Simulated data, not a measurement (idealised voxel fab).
Process module under the name voxel tone inversion
Displayed cross-section: cut, width of 195 nm, square cells sized 5 nm.
Square cells in a grid make up a cross-section in this document, and the grid is given as bands, listed from the top down, each one or more rows of cells. Read a band's entry like this: the first values are the height of its top and the height of its bottom in nm, and what follows is the sequence of materials from left to right, each with its width in nm. Note that "air" is empty space, and that a single material marked "edge to edge" reaches across the band from edge to edge. Height is counted from the level 0, under which the received wafer is composed throughout of one material. The lowest of the bands is not closed at the bottom but continues downward, in the notation "0 down". Width: "30->40" (first number = top row, second number = bottom row, same change from row to row of cells). "everything unchanged" (step): cross-section cells unchanged, all of them. The list in "Closed internal cavities" covers empty spaces of 8 cells or more that cannot reach the top through any open way, and it gives each as width x height at distance; the distance is from the left edge, and width, height and distance are in nm. Step line, after settings: the simulator's comment on this step. overlay nm: step with mask; distance mask lay right of planned place; negative value = left of planned place.

Listed below are the process steps as planned
1 RECEIVE, material Si
2 CONFORMAL_DEP, material SiCN, thk nm 5
3 DIRECTIONAL_DEP, material aC, thk nm 15
4 PATTERN, tone cover, mask id POSTS, material resist, width nm 25, pitch nm 55, thk nm 25, overlay nm 0
5 DIRECTIONAL_ETCH, etch materials aC, depth nm 15
6 STRIP, etch materials resist
7 FILL_DEP, material lowk, thk nm 5
8 CMP, height nm 25
9 STRIP, etch materials aC
The plan's step 2 thk nm is the first wafer's value; the wafers differ in this setting and start identical.

The as-received cross-section of the first of several wafers corresponds to the state after step 1
  0 down: Si edge to edge
  Closed internal cavities: none

End-of-module cross-section, first of several wafers, after last step 9
  25 to 20: lowk edge to edge
  20 to 5: lowk=30; aC=25; lowk=30; aC=25; lowk=30; aC=25; lowk=30
  5 to 0: SiCN edge to edge
  0 down: Si edge to edge
  Closed internal cavities: none

Cross-section of the last wafer at end of module
  25 to 0: SiCN edge to edge
  0 down: Si edge to edge
  Closed internal cavities: none

Each wafer at the end: cells of each material gained (+) or lost (-) since it was received, then its closed voids
thk nm 5; +39 SiCN; +45 aC; +111 lowk; Closed internal cavities: none
thk nm 10; +78 SiCN; +72 lowk; Closed internal cavities: none
thk nm 15; +117 SiCN; +48 lowk; Closed internal cavities: none
thk nm 20; +156 SiCN; +24 lowk; Closed internal cavities: none
thk nm 25; +195 SiCN; Closed internal cavities: none
